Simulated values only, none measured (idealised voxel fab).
You're looking at the process module voxel self aligned vias.
The cross-section on display is named cut; it measures 285 nm wide, and its cells are 5 nm squares.
Cross-section format: a grid of square cells, given as bands from top to bottom; each band is one or more rows of cells. A band entry consists of two parts. The first gives the height of the band's top and the height of its bottom, in nm. The rest lists the band's materials from left to right, each with its width in nm. A single material labelled with the word "edge to edge" fills the band from edge to edge, and the word "blank" marks empty space. A quick word on heights: they are counted from 0, and under that level the wafer as it came to us is one material throughout. The lowest band is different from the rest in having no bottom; it simply continues downward, written as in "top 0, no bottom". The two numbers in a width such as "30..40" mark its ends across the band: the first belongs to the top row of cells, the second to the bottom row, and from each row to the next the width moves by the same amount. "no modification", as given for a step, is the statement that not any cell of the cross-section underwent a change during that step. "Trapped cavities" - sealed voids, min. 8 cells, no opening to top; format: width x height at distance (distance from left edge; nm throughout). What comes after the settings on a step's line is commentary from the simulator itself on that step. overlay nm: step with mask; distance mask lay right of planned place; negative value = left of planned place.

-- The steps planned for the process are as follows
1: RECEIVE: material Si
2: CONFORMAL_DEP: material SiO2, thk nm 15
3: CONFORMAL_DEP: material SiCN, thk nm 5
4: DIRECTIONAL_DEP: material SiO2, thk nm 20
5: DIRECTIONAL_DEP: material aC, thk nm 15
6: PATTERN: tone open, mask id LINES, material resist, width nm 20, pitch nm 55, thk nm 30, overlay nm 0
7: DIRECTIONAL_ETCH: etch materials aC, depth nm 15
8: STRIP: etch materials resist
9: DIRECTIONAL_ETCH: etch materials SiO2, depth nm 20
10: STRIP: etch materials aC
11: CONFORMAL_DEP: material TiN, thk nm 5
12: FILL_DEP: material Ru, thk nm 5
13: CMP: height nm 40
14: SELECTIVE_ETCH: etch materials W Ru TiN, depth nm 10
15: FILL_DEP: material SiN, thk nm 10
16: CMP: height nm 40
17: DIRECTIONAL_DEP: material SiO2, thk nm 20
18: PATTERN: tone open, mask id VIAS, material resist, width nm 30, thk nm 15, overlay nm 0
19: DIRECTIONAL_ETCH: etch materials SiO2, depth nm 20
20: DIRECTIONAL_ETCH: etch materials SiN, depth nm 10
21: STRIP: etch materials resist
22: CONFORMAL_DEP: material TiN, thk nm 5
23: FILL_DEP: material Cu, thk nm 5
24: CMP: height nm 60
25: CONFORMAL_DEP: material SiCN, thk nm 5

-- Cross-sectional view of the wafer in its as-received condition, corresponding to the state after step 1
    top 0, no bottom | Si edge to edge
    Trapped cavities: none

-- Cross-sectional view of the first of the two wafers upon completion of the module, processed in accordance with the plan
    top 65, bottom 60 | SiCN edge to edge
    top 60, bottom 45 | SiO2=100, then TiN=5, then Cu=20, then TiN=5, then SiO2=155
    top 45, bottom 40 | SiO2=100, then TiN=10, then Cu=10, then TiN=10, then SiO2=155
    top 40, bottom 35 | SiO2=105, then TiN=5, then Cu=10, then TiN=5, then SiO2=35, then SiN=20, then SiO2=105
    top 35, bottom 30 | SiO2=105, then TiN=20, then SiO2=35, then SiN=20, then SiO2=105
    top 30, bottom 25 | SiO2=105, then TiN=5, then Ru=10, then TiN=5, then SiO2=35, then TiN=5, then Ru=10, then TiN=5, then SiO2=105
    top 25, bottom 20 | SiO2=105, then TiN=20, then SiO2=35, then TiN=20, then SiO2=105
    top 20, bottom 15 | SiCN edge to edge
    top 15, bottom 0 | SiO2 edge to edge
    top 0, no bottom | Si edge to edge
    Trapped cavities: none

-- What the second wafer looks like in cross-section once the module is done. Its start and its plan matched the first wafer's exactly; what differed was one mistake in how it was run
    top 65, bottom 60 | SiCN edge to edge
    top 60, bottom 45 | SiO2=100, then TiN=5, then Cu=20, then TiN=5, then SiO2=155
    top 45, bottom 40 | SiO2=100, then TiN=10, then Cu=10, then TiN=10, then SiO2=155
    top 40, bottom 35 | SiO2=105, then TiN=20, then SiO2=35, then SiN=20, then SiO2=105
    top 35, bottom 30 | SiCN edge to edge
    top 30, bottom 0 | SiO2 edge to edge
    top 0, no bottom | Si edge to edge
    Trapped cavities: none
Misprocessing identified: plan step 2 was twice executed
Counted in cells at the end, the second wafer holds more or fewer of these materials than the first: 2 fewer of Cu, 4 fewer of Ru, 4 fewer of SiN, 24 more of SiO2, 14 fewer of TiN
